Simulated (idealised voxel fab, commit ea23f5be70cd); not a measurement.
process module | voxel tone inversion
The cross-section shown here is cut; it is 140 nm wide and divided into square cells measuring 5 nm on a side.
Reading order for cross-sections: top band down to bottom band. Underlying form: a grid of square cells. Band size: one or more rows of cells. Quick guide to a band line: top height, bottom height (nm) up front; then every material left to right with its width in nm. Only one material and it's marked "throughout"? Then it fills the band edge to edge. And "blank" just means empty space. We count height from 0. Below that, the starting wafer is all one material. The lowest band never ends at the bottom but goes on down; see "0 -> down" for how that is written. Graded width ("30->40"): value in top row of band = first number; value in bottom row = second number; row-to-row change constant. "nothing altered" means the step left every cell of the cross-section as it was. "Sealed internal voids" means: voids of 8 cells or more that are shut off from the top with no open way through. Written width x height at distance, distance from the left edge, in nm. Read whatever lies past the settings on a step's line as the simulator's own remark about the step. When a step includes a mask, the "overlay nm" setting on its line states how far to the right of its planned place that mask lay, and negative values state how far to the left.
## The following list gives the planned process steps
- 1: RECEIVE with material Si
- 2: CONFORMAL_DEP with material SiCN, thk nm 10
- 3: DIRECTIONAL_DEP with material aC, thk nm 15
- 4: PATTERN with tone cover, mask id POSTS, material resist, width nm 15, pitch nm 30, thk nm 25, overlay nm 0
- 5: DIRECTIONAL_ETCH with etch materials aC, depth nm 15
- 6: STRIP with etch materials resist
- 7: FILL_DEP with material lowk, thk nm 10
- 8: CMP with height nm 25
- 9: STRIP with etch materials aC
## Step 1 complete: cross-section of the wafer as received
    0 -> down | Si throughout
    Sealed internal voids: none
## End-of-module cross-section. Starting structure and process plan as above; one mistake made in running it
    25 -> 10 | blank: 45 | lowk: 15 | blank: 15 | lowk: 15 | blank: 50
    10 -> 0 | SiCN throughout
    0 -> down | Si throughout
    Sealed internal voids: none
Nonconformance to the process plan: step 4: run off-plan, actual operation and settings PATTERN with tone open, mask id POSTS, material resist, width nm 15, pitch nm 30, thk nm 25, overlay nm 0
